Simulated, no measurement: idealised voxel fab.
Module name: voxel self aligned contacts (process module)
The figure presents cross-section cut, which has a width of 255 nm and is divided into square cells with an edge length of 5 nm.
This document writes a cross-section as a grid whose cells are square, and gives it as bands, listed from the top down; one or more rows of cells form a band. Basically the band line says how high the top is and how high the bottom is, in nm, and then what's in it from left to right, every material with its width in nm. Empty space shows up as "blank", and if a single material carries "everywhere" it runs the full band edge to edge. The reference from which all heights are counted is 0, the level beneath which the as-received wafer is entirely one material; the lowest band, having no lower bound, proceeds downward and is written after the example "0 and below". The expression "30 to 40" gives the width at the extremes of the band, the first number at its top row of cells and the second at its bottom row, with the width changing by equal amounts from each row to the next in between. Take "same as before" at face value: in the step it is given for, the cross-section changed in none of its cells. Entry "Trapped cavities" = empty spaces >= 8 cells with no open way to the top; each as width x height at distance, distance from left edge, all nm. Note: text after step settings on the step line = simulator remark on that step. The line of a step may include "overlay nm". On a step with a mask, this value is how far to the right of its planned place the mask lay. A negative value means the mask lay to the left.
Here's what the planned process steps look like:
step 1: RECEIVE,material Si
step 2: CONFORMAL_DEP,material SiO2,thk nm 5
step 3: DIRECTIONAL_DEP,material polySi,thk nm 30
step 4: DIRECTIONAL_DEP,material SiN,thk nm 25
step 5: DIRECTIONAL_DEP,material aC,thk nm 15
step 6: PATTERN,tone cover,mask id GATE,material resist,width nm 35,pitch nm 75,thk nm 35,overlay nm 0
step 7: DIRECTIONAL_ETCH,etch materials aC,depth nm 15
step 8: STRIP,etch materials resist
step 9: DIRECTIONAL_ETCH,etch materials SiN,depth nm 25
step 10: DIRECTIONAL_ETCH,etch materials polySi,depth nm 30
step 11: STRIP,etch materials aC
step 12: CONFORMAL_DEP,material SiN,thk nm 10
step 13: DIRECTIONAL_ETCH,etch materials SiN,depth nm 10
step 14: FILL_DEP,material SiO2,thk nm 15
step 15: CMP,height nm 70
step 16: MASKED_ETCH,tone open,mask id CONTACT,width nm 60,etch materials SiO2,depth nm 70,overlay nm -15
step 17: CONFORMAL_DEP,material TiN,thk nm 5
step 18: FILL_DEP,material W,thk nm 10
step 19: CMP,height nm 70
step 20: CONFORMAL_DEP,material SiN,thk nm 5
For this document, wafers share an identical start and vary in the step 16 overlay nm; the plan quotes the first wafer's value.
This is how the first of several wafers looked in cross-section when it arrived, which is after step 1:
* 0 and below: Si everywhere
* Trapped cavities: none
Wafer rows, end of module: cells per material gained (+) or lost (-) since receipt; closed voids last:
overlay nm -15, +209 SiN, +400 SiO2, +38 TiN, +34 W, +84 polySi, Trapped cavities: none
overlay nm -10, +209 SiN, +400 SiO2, +38 TiN, +34 W, +84 polySi, Trapped cavities: none
overlay nm -5, +209 SiN, +400 SiO2, +38 TiN, +34 W, +84 polySi, Trapped cavities: none
overlay nm 0, +209 SiN, +400 SiO2, +38 TiN, +34 W, +84 polySi, Trapped cavities: none
overlay nm 5, +209 SiN, +400 SiO2, +38 TiN, +34 W, +84 polySi, Trapped cavities: none
overlay nm 10, +209 SiN, +400 SiO2, +38 TiN, +34 W, +84 polySi, Trapped cavities: none
overlay nm 15, +209 SiN, +400 SiO2, +38 TiN, +34 W, +84 polySi, Trapped cavities: none
